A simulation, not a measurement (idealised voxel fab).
Process module under the name voxel self aligned contacts
Pictured: cross-section cut, 260 nm wide, on a grid of 5 nm square cells.
A cross-section in this document is a grid of square cells, and it is written down as bands, the top band listed before the ones below it; a band is made up of one or more rows of cells. Each band's line starts with the height of the band's top and of its bottom, in nm. Then come its materials from left to right, each with its width in nm. One material with "full width" fills the band from edge to edge. "empty" is empty space. For the purposes of this specification, 0 denotes the height below which the wafer in its as-received condition is composed wholly of one material, and the lowermost band, lacking a lower limit, extends downward without end, as expressed in "0 -> down". Per-row width for "30 to 40": begins at first number (top row of band), ends at second number (bottom row), increment between rows held constant. No cell of the cross-section changed in a step that is given as "remained the same". So "Encapsulated voids" is basically the list of trapped voids: any empty space of 8 cells or more that can't reach the top through an opening. They're written width x height at distance, the distance being from the left edge, and it's all nm. Text after the settings on a step's line: the simulator's own remark on that step. The optional step-line setting "overlay nm" applies to steps with a mask and quantifies how far to the right of its planned location the mask lay, a negative value indicating leftward placement. Everything after this point is organized in pairs: a cross-section before one process step, a cross-section after it that shows only as deep as the lowest changed band, and, under the pair, the intervening step with its settings. Because different runs of this module on the same starting wafer can supply different pairs, a pair continues from the pair above it only if its entry headed "Pre-step profile" says so.
# Pre-step profile
  90 -> 70  resist 65, then empty 55, then resist 20, then empty 55, then resist 65
  70 -> 60  aC 65, then empty 55, then aC 20, then empty 55, then aC 65
  60 -> 50  SiO2 full width
  50 -> 25  SiO2 30, then SiN 55, then SiO2 20, then SiN 55, then SiO2 20, then SiN 55, then SiO2 25
  25 -> 0  SiO2 30, then SiN 10, then polySi 35, then SiN 10, then SiO2 20, then SiN 10, then polySi 35, then SiN 10, then SiO2 20, then SiN 10, then polySi 35, then SiN 10, then SiO2 25
  0 -> -5  SiO2 full width
  -5 -> down  Si full width
  Encapsulated voids: none
# Post-Process Section
  70 -> 60  aC 65, then empty 55, then aC 20, then empty 55, then aC 65
  No changes below 60.
  Encapsulated voids: none
So what happens between those two cross-sections up there? STRIP (etch materials resist)
Pre-step profile: the pre-step structure is the one depicted after the step in the pair just above.
# Post-Process Section
  70 -> 60  aC 65, then empty 55, then aC 20, then empty 55, then aC 65
  60 -> 50  SiO2 65, then empty 55, then SiO2 20, then empty 55, then SiO2 65
  50 -> 25  SiO2 30, then SiN 55, then empty 20, then SiN 55, then empty 20, then SiN 55, then SiO2 25
  25 -> 0  SiO2 30, then SiN 10, then polySi 35, then SiN 10, then empty 20, then SiN 10, then polySi 35, then SiN 10, then empty 20, then SiN 10, then polySi 35, then SiN 10, then SiO2 25
  0 -> -5  SiO2 85, then empty 20, then SiO2 55, then empty 20, then SiO2 80
  No changes below -5.
  Encapsulated voids: none
So what happens between those two cross-sections up there? DIRECTIONAL_ETCH (etch materials SiO2; depth nm 65)
Pre-step profile: the pre-step structure is the one depicted after the step in the pair just above.
# Post-Process Section
  60 -> 50  SiO2 65, then empty 55, then SiO2 20, then empty 55, then SiO2 65
  No changes below 50.
  Encapsulated voids: none
So what happens between those two cross-sections up there? STRIP (etch materials aC)
Pre-step profile: the pre-step structure is the one depicted after the step in the pair just above.
# Post-Process Section
  65 -> 60  TiN 70, then empty 45, then TiN 30, then empty 45, then TiN 70
  60 -> 50  SiO2 65, then TiN 5 to 25, then empty 45 to 10, then TiN 5 to 20, then SiO2 20, then TiN 5 to 25, then empty 45 to 10, then TiN 5 to 20, then SiO2 65
  50 -> 25  SiO2 30, then SiN 55, then TiN 5, then empty 10, then TiN 5, then SiN 55, then TiN 5, then empty 10, then TiN 5, then SiN 55, then SiO2 25
  25 -> 0  SiO2 30, then SiN 10, then polySi 35, then SiN 10, then TiN 5, then empty 10, then TiN 5, then SiN 10, then polySi 35, then SiN 10, then TiN 5, then empty 10, then TiN 5, then SiN 10, then polySi 35, then SiN 10, then SiO2 25
  0 -> -5  SiO2 85, then TiN 20, then SiO2 55, then TiN 20, then SiO2 80
  No changes below -5.
  Encapsulated voids: none
So what happens between those two cross-sections up there? CONFORMAL_DEP (material TiN; thk nm 5)
Pre-step profile: the pre-step structure is the one depicted after the step in the pair just above.
# Post-Process Section
  75 -> 65  Ru full width
  65 -> 60  TiN 70, then Ru 45, then TiN 30, then Ru 45, then TiN 70
  60 -> 50  SiO2 65, then TiN 5 to 25, then Ru 45 to 10, then TiN 5 to 20, then SiO2 20, then TiN 5 to 25, then Ru 45 to 10, then TiN 5 to 20, then SiO2 65
  50 -> 25  SiO2 30, then SiN 55, then TiN 5, then Ru 10, then TiN 5, then SiN 55, then TiN 5, then Ru 10, then TiN 5, then SiN 55, then SiO2 25
  25 -> 0  SiO2 30, then SiN 10, then polySi 35, then SiN 10, then TiN 5, then Ru 10, then TiN 5, then SiN 10, then polySi 35, then SiN 10, then TiN 5, then Ru 10, then TiN 5, then SiN 10, then polySi 35, then SiN 10, then SiO2 25
  No changes below 0.
  Encapsulated voids: none
So what happens between those two cross-sections up there? FILL_DEP (material Ru; thk nm 10)
Pre-step profile: the pre-step structure is the one depicted after the step in the pair just above.
# Post-Process Section
  60 -> 50  SiO2 65, then TiN 5 to 25, then Ru 45 to 10, then TiN 5 to 20, then SiO2 20, then TiN 5 to 25, then Ru 45 to 10, then TiN 5 to 20, then SiO2 65
  No changes below 50.
  Encapsulated voids: none
So what happens between those two cross-sections up there? CMP (height nm 60)
Pre-step profile: the pre-step structure is the one depicted after the step in the pair just above.
# Post-Process Section
  65 -> 60  SiCN full width
  No changes below 60.
  Encapsulated voids: none
So what happens between those two cross-sections up there? CONFORMAL_DEP (material SiCN; thk nm 5)
# Pre-step profile
  50 -> 25  SiN full width
  25 -> 0  polySi full width
  0 -> -5  SiO2 full width
  -5 -> down  Si full width
  Encapsulated voids: none
# Post-Process Section
  50 -> 25  empty 35, then SiN 30, then empty 45, then SiN 30, then empty 45, then SiN 30, then empty 45
  No changes below 25.
  Encapsulated voids: none
So what happens between those two cross-sections up there? MASKED_ETCH (tone cover; mask id GATE; width nm 30; pitch nm 75; etch materials SiN; depth nm 25; overlay nm -5)
Pre-step profile: the pre-step structure is the one depicted after the step in the pair just above.
# Post-Process Section
  50 -> 25  empty 35, then SiN 30, then empty 45, then SiN 30, then empty 45, then SiN 30, then empty 45
  25 -> 0  empty 35, then polySi 35, then empty 40, then polySi 35, then empty 40, then polySi 35, then empty 40
  No changes below 0.
  Encapsulated voids: none
So what happens between those two cross-sections up there? MASKED_ETCH (tone cover; mask id GATE; width nm 30; pitch nm 75; etch materials polySi; depth nm 25; overlay nm 0)
Pre-step profile: the pre-step structure is the one depicted after the step in the pair just above.
# Post-Process Section
  60 -> 35  empty 25, then SiN 50, then empty 25, then SiN 50, then empty 25, then SiN 50, then empty 35
  35 -> 25  empty 25, then SiN 55, then empty 20, then SiN 55, then empty 20, then SiN 55, then empty 30
  25 -> 10  empty 25, then SiN 10, then polySi 35, then SiN 10, then empty 20, then SiN 10, then polySi 35, then SiN 10, then empty 20, then SiN 10, then polySi 35, then SiN 10, then empty 30
  10 -> 0  SiN 35, then polySi 35, then SiN 40, then polySi 35, then SiN 40, then polySi 35, then SiN 40
  No changes below 0.
  Encapsulated voids: none
So what happens between those two cross-sections up there? CONFORMAL_DEP (material SiN; thk nm 10)
Pre-step profile: the pre-step structure is the one depicted after the step in the pair just above.
# Post-Process Section
  50 -> 25  empty 25, then SiN 50, then empty 25, then SiN 50, then empty 25, then SiN 50, then empty 35
  25 -> 0  empty 25, then SiN 10, then polySi 35, then SiN 10, then empty 20, then SiN 10, then polySi 35, then SiN 10, then empty 20, then SiN 10, then polySi 35, then SiN 10, then empty 30
  No changes below 0.
  Encapsulated voids: none
So what happens between those two cross-sections up there? DIRECTIONAL_ETCH (etch materials SiN; depth nm 10)
Pre-step profile: the pre-step structure is the one depicted after the step in the pair just above.
# Post-Process Section
  65 -> 50  SiO2 full width
  50 -> 25  SiO2 25, then SiN 50, then SiO2 25, then SiN 50, then SiO2 25, then SiN 50, then SiO2 35
  25 -> 0  SiO2 25, then SiN 10, then polySi 35, then SiN 10, then SiO2 20, then SiN 10, then polySi 35, then SiN 10, then SiO2 20, then SiN 10, then polySi 35, then SiN 10, then SiO2 30
  No changes below 0.
  Encapsulated voids: none
So what happens between those two cross-sections up there? FILL_DEP (material SiO2; thk nm 15)
Pre-step profile: the pre-step structure is the one depicted after the step in the pair just above.
# Post-Process Section
  60 -> 50  SiO2 full width
  No changes below 50.
  Encapsulated voids: none
So what happens between those two cross-sections up there? CMP (height nm 60)
Pre-step profile: the pre-step structure is the one depicted after the step in the pair just above.
# Post-Process Section
  70 -> 60  aC full width
  No changes below 60.
  Encapsulated voids: none
So what happens between those two cross-sections up there? DIRECTIONAL_DEP (material aC; thk nm 10)
Pre-step profile: the pre-step structure is the one depicted after the step in the pair just above.
# Post-Process Section
  100 -> 70  resist 65, then empty 55, then resist 20, then empty 55, then resist 65
  No changes below 70.
  Encapsulated voids: none
So what happens between those two cross-sections up there? PATTERN (tone open; mask id CONTACT; material resist; width nm 55; pitch nm 75; thk nm 30; overlay nm 0)
Pre-step profile: the pre-step structure is the one depicted after the step in the pair just above.
# Post-Process Section
  90 -> 70  resist 65, then empty 55, then resist 20, then empty 55, then resist 65
  70 -> 60  aC 65, then empty 55, then aC 20, then empty 55, then aC 65
  No changes below 60.
  Encapsulated voids: none
So what happens between those two cross-sections up there? DIRECTIONAL_ETCH (etch materials aC; depth nm 10)
Pre-step profile: the pre-step structure is the one depicted after the step in the pair just above.
# Post-Process Section
  70 -> 60  aC 65, then empty 55, then aC 20, then empty 55, then aC 65
  No changes below 60.
  Encapsulated voids: none
So what happens between those two cross-sections up there? STRIP (etch materials resist)
Pre-step profile: the pre-step structure is the one depicted after the step in the pair just above.
# Post-Process Section
  70 -> 60  aC 65, then empty 55, then aC 20, then empty 55, then aC 65
  60 -> 50  SiO2 65, then empty 55, then SiO2 20, then empty 55, then SiO2 65
  50 -> 25  SiO2 25, then SiN 50, then empty 25, then SiN 50, then empty 25, then SiN 50, then SiO2 35
  25 -> 0  SiO2 25, then SiN 10, then polySi 35, then SiN 10, then empty 20, then SiN 10, then polySi 35, then SiN 10, then empty 20, then SiN 10, then polySi 35, then SiN 10, then SiO2 30
  0 -> -5  SiO2 80, then empty 20, then SiO2 55, then empty 20, then SiO2 85
  No changes below -5.
  Encapsulated voids: none
So what happens between those two cross-sections up there? DIRECTIONAL_ETCH (etch materials SiO2; depth nm 65)
Pre-step profile: the pre-step structure is the one depicted after the step in the pair just above.
# Post-Process Section
  60 -> 50  SiO2 65, then empty 55, then SiO2 20, then empty 55, then SiO2 65
  No changes below 50.
  Encapsulated voids: none
So what happens between those two cross-sections up there? STRIP (etch materials aC)
Pre-step profile: the pre-step structure is the one depicted after the step in the pair just above.
# Post-Process Section
  65 -> 60  TiN 70, then empty 45, then TiN 30, then empty 45, then TiN 70
  60 -> 50  SiO2 65, then TiN 5 to 15, then empty 45 to 15, then TiN 5 to 25, then SiO2 20, then TiN 5 to 15, then empty 45 to 15, then TiN 5 to 25, then SiO2 65
  50 -> 30  SiO2 25, then SiN 50, then TiN 5, then empty 15, then TiN 5, then SiN 50, then TiN 5, then empty 15, then TiN 5, then SiN 50, then SiO2 35
  30 -> 25  SiO2 25, then SiN 50, then TiN 10, then empty 10, then TiN 5, then SiN 50, then TiN 10, then empty 10, then TiN 5, then SiN 50, then SiO2 35
  25 -> 0  SiO2 25, then SiN 10, then polySi 35, then SiN 10, then TiN 5, then empty 10, then TiN 5, then SiN 10, then polySi 35, then SiN 10, then TiN 5, then empty 10, then TiN 5, then SiN 10, then polySi 35, then SiN 10, then SiO2 30
  0 -> -5  SiO2 80, then TiN 20, then SiO2 55, then TiN 20, then SiO2 85
  No changes below -5.
  Encapsulated voids: none
So what happens between those two cross-sections up there? CONFORMAL_DEP (material TiN; thk nm 5)
Pre-step profile: the pre-step structure is the one depicted after the step in the pair just above.
# Post-Process Section
  75 -> 65  Ru full width
  65 -> 60  TiN 70, then Ru 45, then TiN 30, then Ru 45, then TiN 70
  60 -> 50  SiO2 65, then TiN 5 to 15, then Ru 45 to 15, then TiN 5 to 25, then SiO2 20, then TiN 5 to 15, then Ru 45 to 15, then TiN 5 to 25, then SiO2 65
  50 -> 30  SiO2 25, then SiN 50, then TiN 5, then Ru 15, then TiN 5, then SiN 50, then TiN 5, then Ru 15, then TiN 5, then SiN 50, then SiO2 35
  30 -> 25  SiO2 25, then SiN 50, then TiN 10, then Ru 10, then TiN 5, then SiN 50, then TiN 10, then Ru 10, then TiN 5, then SiN 50, then SiO2 35
  25 -> 0  SiO2 25, then SiN 10, then polySi 35, then SiN 10, then TiN 5, then Ru 10, then TiN 5, then SiN 10, then polySi 35, then SiN 10, then TiN 5, then Ru 10, then TiN 5, then SiN 10, then polySi 35, then SiN 10, then SiO2 30
  No changes below 0.
  Encapsulated voids: none
So what happens between those two cross-sections up there? FILL_DEP (material Ru; thk nm 10)
Pre-step profile: the pre-step structure is the one depicted after the step in the pair just above.
# Post-Process Section
  60 -> 50  SiO2 65, then TiN 5 to 15, then Ru 45 to 15, then TiN 5 to 25, then SiO2 20, then TiN 5 to 15, then Ru 45 to 15, then TiN 5 to 25, then SiO2 65
  No changes below 50.
  Encapsulated voids: none
So what happens between those two cross-sections up there? CMP (height nm 60)
Pre-step profile: the pre-step structure is the one depicted after the step in the pair just above.
# Post-Process Section
  65 -> 60  SiCN full width
  No changes below 60.
  Encapsulated voids: none
So what happens between those two cross-sections up there? CONFORMAL_DEP (material SiCN; thk nm 5)
# Pre-step profile
  50 -> 25  empty 40, then SiN 30, then empty 45, then SiN 30, then empty 45, then SiN 30, then empty 40
  25 -> 0  empty 40, then polySi 30, then empty 45, then polySi 30, then empty 45, then polySi 30, then empty 40
  0 -> -5  SiO2 full width
  -5 -> down  Si full width
  Encapsulated voids: none
# Post-Process Section
  60 -> 50  empty 30, then Ru 50, then empty 25, then Ru 50, then empty 25, then Ru 50, then empty 30
  50 -> 25  empty 30, then Ru 10, then SiN 30, then Ru 10, then empty 25, then Ru 10, then SiN 30, then Ru 10, then empty 25, then Ru 10, then SiN 30, then Ru 10, then empty 30
  25 -> 10  empty 30, then Ru 10, then polySi 30, then Ru 10, then empty 25, then Ru 10, then polySi 30, then Ru 10, then empty 25, then Ru 10, then polySi 30, then Ru 10, then empty 30
  10 -> 0  Ru 40, then polySi 30, then Ru 45, then polySi 30, then Ru 45, then polySi 30, then Ru 40
  No changes below 0.
  Encapsulated voids: none
So what happens between those two cross-sections up there? CONFORMAL_DEP (material Ru; thk nm 10)
Pre-step profile: the pre-step structure is the one depicted after the step in the pair just above.
# Post-Process Section
  75 -> 60  SiO2 full width
  60 -> 50  SiO2 30, then Ru 50, then SiO2 25, then Ru 50, then SiO2 25, then Ru 50, then SiO2 30
  50 -> 25  SiO2 30, then Ru 10, then SiN 30, then Ru 10, then SiO2 25, then Ru 10, then SiN 30, then Ru 10, then SiO2 25, then Ru 10, then SiN 30, then Ru 10, then SiO2 30
  25 -> 10  SiO2 30, then Ru 10, then polySi 30, then Ru 10, then SiO2 25, then Ru 10, then polySi 30, then Ru 10, then SiO2 25, then Ru 10, then polySi 30, then Ru 10, then SiO2 30
  No changes below 10.
  Encapsulated voids: none
So what happens between those two cross-sections up there? FILL_DEP (material SiO2; thk nm 15)
Pre-step profile: the pre-step structure is the one depicted after the step in the pair just above.
# Post-Process Section
  60 -> 50  SiO2 30, then Ru 50, then SiO2 25, then Ru 50, then SiO2 25, then Ru 50, then SiO2 30
  No changes below 50.
  Encapsulated voids: none
So what happens between those two cross-sections up there? CMP (height nm 60)
Pre-step profile: the pre-step structure is the one depicted after the step in the pair just above.
# Post-Process Section
  70 -> 60  aC full width
  No changes below 60.
  Encapsulated voids: none
So what happens between those two cross-sections up there? DIRECTIONAL_DEP (material aC; thk nm 10)
Pre-step profile: the pre-step structure is the one depicted after the step in the pair just above.
# Post-Process Section
  100 -> 70  resist 65, then empty 55, then resist 20, then empty 55, then resist 65
  No changes below 70.
  Encapsulated voids: none
So what happens between those two cross-sections up there? PATTERN (tone open; mask id CONTACT; material resist; width nm 55; pitch nm 75; thk nm 30; overlay nm 0)
Pre-step profile: the pre-step structure is the one depicted after the step in the pair just above.
# Post-Process Section
  90 -> 70  resist 65, then empty 55, then resist 20, then empty 55, then resist 65
  70 -> 60  aC 65, then empty 55, then aC 20, then empty 55, then aC 65
  No changes below 60.
  Encapsulated voids: none
So what happens between those two cross-sections up there? DIRECTIONAL_ETCH (etch materials aC; depth nm 10)
Pre-step profile: the pre-step structure is the one depicted after the step in the pair just above.
# Post-Process Section
  70 -> 60  aC 65, then empty 55, then aC 20, then empty 55, then aC 65
  No changes below 60.
  Encapsulated voids: none
So what happens between those two cross-sections up there? STRIP (etch materials resist)
Pre-step profile: the pre-step structure is the one depicted after the step in the pair just above.
# Post-Process Section
  70 -> 60  aC 65, then empty 55, then aC 20, then empty 55, then aC 65
  60 -> 50  SiO2 30, then Ru 50, then empty 25, then Ru 50, then empty 25, then Ru 50, then SiO2 30
  50 -> 25  SiO2 30, then Ru 10, then SiN 30, then Ru 10, then empty 25, then Ru 10, then SiN 30, then Ru 10, then empty 25, then Ru 10, then SiN 30, then Ru 10, then SiO2 30
  25 -> 10  SiO2 30, then Ru 10, then polySi 30, then Ru 10, then empty 25, then Ru 10, then polySi 30, then Ru 10, then empty 25, then Ru 10, then polySi 30, then Ru 10, then SiO2 30
  No changes below 10.
  Encapsulated voids: none
So what happens between those two cross-sections up there? DIRECTIONAL_ETCH (etch materials SiO2; depth nm 65)
Pre-step profile: the pre-step structure is the one depicted after the step in the pair just above.
# Post-Process Section
  60 -> 50  SiO2 30, then Ru 50, then empty 25, then Ru 50, then empty 25, then Ru 50, then SiO2 30
  No changes below 50.
  Encapsulated voids: none
So what happens between those two cross-sections up there? STRIP (etch materials aC)
Pre-step profile: the pre-step structure is the one depicted after the step in the pair just above.
# Post-Process Section
  65 -> 60  TiN 85, then empty 15, then TiN 60, then empty 15, then TiN 85
  60 -> 50  SiO2 30, then Ru 50, then TiN 5, then empty 15, then TiN 5, then Ru 50, then TiN 5, then empty 15, then TiN 5, then Ru 50, then SiO2 30
  50 -> 25  SiO2 30, then Ru 10, then SiN 30, then Ru 10, then TiN 5, then empty 15, then TiN 5, then Ru 10, then SiN 30, then Ru 10, then TiN 5, then empty 15, then TiN 5, then Ru 10, then SiN 30, then Ru 10, then SiO2 30
  25 -> 15  SiO2 30, then Ru 10, then polySi 30, then Ru 10, then TiN 5, then empty 15, then TiN 5, then Ru 10, then polySi 30, then Ru 10, then TiN 5, then empty 15, then TiN 5, then Ru 10, then polySi 30, then Ru 10, then SiO2 30
  15 -> 10  SiO2 30, then Ru 10, then polySi 30, then Ru 10, then TiN 25, then Ru 10, then polySi 30, then Ru 10, then TiN 25, then Ru 10, then polySi 30, then Ru 10, then SiO2 30
  No changes below 10.
  Encapsulated voids: none
So what happens between those two cross-sections up there? CONFORMAL_DEP (material TiN; thk nm 5)
Pre-step profile: the pre-step structure is the one depicted after the step in the pair just above.
# Post-Process Section
  75 -> 65  Ru full width
  65 -> 60  TiN 85, then Ru 15, then TiN 60, then Ru 15, then TiN 85
  60 -> 50  SiO2 30, then Ru 50, then TiN 5, then Ru 15, then TiN 5, then Ru 50, then TiN 5, then Ru 15, then TiN 5, then Ru 50, then SiO2 30
  50 -> 25  SiO2 30, then Ru 10, then SiN 30, then Ru 10, then TiN 5, then Ru 15, then TiN 5, then Ru 10, then SiN 30, then Ru 10, then TiN 5, then Ru 15, then TiN 5, then Ru 10, then SiN 30, then Ru 10, then SiO2 30
  25 -> 15  SiO2 30, then Ru 10, then polySi 30, then Ru 10, then TiN 5, then Ru 15, then TiN 5, then Ru 10, then polySi 30, then Ru 10, then TiN 5, then Ru 15, then TiN 5, then Ru 10, then polySi 30, then Ru 10, then SiO2 30
  No changes below 15.
  Encapsulated voids: none
So what happens between those two cross-sections up there? FILL_DEP (material Ru; thk nm 10)
Pre-step profile: the pre-step structure is the one depicted after the step in the pair just above.
# Post-Process Section
  60 -> 50  SiO2 30, then Ru 50, then TiN 5, then Ru 15, then TiN 5, then Ru 50, then TiN 5, then Ru 15, then TiN 5, then Ru 50, then SiO2 30
  No changes below 50.
  Encapsulated voids: none
So what happens between those two cross-sections up there? CMP (height nm 60)
Pre-step profile: the pre-step structure is the one depicted after the step in the pair just above.
# Post-Process Section
  65 -> 60  SiCN full width
  No changes below 60.
  Encapsulated voids: none
So what happens between those two cross-sections up there? CONFORMAL_DEP (material SiCN; thk nm 5)
# Pre-step profile
  70 -> 60  aC full width
  60 -> 50  SiO2 full width
  50 -> 25  SiO2 30, then SiN 50, then SiO2 25, then SiN 50, then SiO2 25, then SiN 50, then SiO2 30
  25 -> 0  SiO2 30, then SiN 10, then polySi 30, then SiN 10, then SiO2 25, then SiN 10, then polySi 30, then SiN 10, then SiO2 25, then SiN 10, then polySi 30, then SiN 10, then SiO2 30
  0 -> -5  SiO2 full width
  -5 -> down  Si full width
  Encapsulated voids: none
# Post-Process Section
  100 -> 70  empty 65, then resist 55, then empty 20, then resist 55, then empty 65
  No changes below 70.
  Encapsulated voids: none
So what happens between those two cross-sections up there? PATTERN (tone cover; mask id CONTACT; material resist; width nm 55; pitch nm 75; thk nm 30; overlay nm 0)
Pre-step profile: the pre-step structure is the one depicted after the step in the pair just above.
# Post-Process Section
  90 -> 70  empty 65, then resist 55, then empty 20, then resist 55, then empty 65
  70 -> 60  empty 65, then aC 55, then empty 20, then aC 55, then empty 65
  No changes below 60.
  Encapsulated voids: none
So what happens between those two cross-sections up there? DIRECTIONAL_ETCH (etch materials aC; depth nm 10)
Pre-step profile: the pre-step structure is the one depicted after the step in the pair just above.
# Post-Process Section
  70 -> 60  empty 65, then aC 55, then empty 20, then aC 55, then empty 65
  No changes below 60.
  Encapsulated voids: none
So what happens between those two cross-sections up there? STRIP (etch materials resist)
Pre-step profile: the pre-step structure is the one depicted after the step in the pair just above.
# Post-Process Section
  70 -> 60  empty 65, then aC 55, then empty 20, then aC 55, then empty 65
  60 -> 50  empty 65, then SiO2 55, then empty 20, then SiO2 55, then empty 65
  50 -> 25  empty 30, then SiN 50, then SiO2 25, then SiN 50, then SiO2 25, then SiN 50, then empty 30
  25 -> 0  empty 30, then SiN 10, then polySi 30, then SiN 10, then SiO2 25, then SiN 10, then polySi 30, then SiN 10, then SiO2 25, then SiN 10, then polySi 30, then SiN 10, then empty 30
  0 -> -5  empty 30, then SiO2 200, then empty 30
  No changes below -5.
  Encapsulated voids: none
So what happens between those two cross-sections up there? DIRECTIONAL_ETCH (etch materials SiO2; depth nm 65)
Pre-step profile: the pre-step structure is the one depicted after the step in the pair just above.
# Post-Process Section
  60 -> 50  empty 65, then SiO2 55, then empty 20, then SiO2 55, then empty 65
  No changes below 50.
  Encapsulated voids: none
So what happens between those two cross-sections up there? STRIP (etch materials aC)
Pre-step profile: the pre-step structure is the one depicted after the step in the pair just above.
# Post-Process Section
  65 -> 60  empty 60, then TiN 65, then empty 10, then TiN 65, then empty 60
  60 -> 55  empty 60, then TiN 5, then SiO2 55, then TiN 5, then empty 10, then TiN 5, then SiO2 55, then TiN 5, then empty 60
  55 -> 50  empty 25, then TiN 40, then SiO2 55, then TiN 20, then SiO2 55, then TiN 40, then empty 25
  50 -> 25  empty 25, then TiN 5, then SiN 50, then SiO2 25, then SiN 50, then SiO2 25, then SiN 50, then TiN 5, then empty 25
  25 -> 0  empty 25, then TiN 5, then SiN 10, then polySi 30, then SiN 10, then SiO2 25, then SiN 10, then polySi 30, then SiN 10, then SiO2 25, then SiN 10, then polySi 30, then SiN 10, then TiN 5, then empty 25
  0 -> -5  TiN 30, then SiO2 200, then TiN 30
  No changes below -5.
  Encapsulated voids: none
So what happens between those two cross-sections up there? CONFORMAL_DEP (material TiN; thk nm 5)
Pre-step profile: the pre-step structure is the one depicted after the step in the pair just above.
# Post-Process Section
  75 -> 65  Ru full width
  65 -> 60  Ru 60, then TiN 65, then Ru 10, then TiN 65, then Ru 60
  60 -> 55  Ru 60, then TiN 5, then SiO2 55, then TiN 5, then Ru 10, then TiN 5, then SiO2 55, then TiN 5, then Ru 60
  55 -> 50  Ru 25, then TiN 40, then SiO2 55, then TiN 20, then SiO2 55, then TiN 40, then Ru 25
  50 -> 25  Ru 25, then TiN 5, then SiN 50, then SiO2 25, then SiN 50, then SiO2 25, then SiN 50, then TiN 5, then Ru 25
  25 -> 0  Ru 25, then TiN 5, then SiN 10, then polySi 30, then SiN 10, then SiO2 25, then SiN 10, then polySi 30, then SiN 10, then SiO2 25, then SiN 10, then polySi 30, then SiN 10, then TiN 5, then Ru 25
  No changes below 0.
  Encapsulated voids: none
So what happens between those two cross-sections up there? FILL_DEP (material Ru; thk nm 10)
Pre-step profile: the pre-step structure is the one depicted after the step in the pair just above.
# Post-Process Section
  60 -> 55  Ru 60, then TiN 5, then SiO2 55, then TiN 5, then Ru 10, then TiN 5, then SiO2 55, then TiN 5, then Ru 60
  No changes below 55.
  Encapsulated voids: none
So what happens between those two cross-sections up there? CMP (height nm 60)
Pre-step profile: the pre-step structure is the one depicted after the step in the pair just above.
# Post-Process Section
  65 -> 60  SiCN full width
  No changes below 60.
  Encapsulated voids: none
So what happens between those two cross-sections up there? CONFORMAL_DEP (material SiCN; thk nm 5)
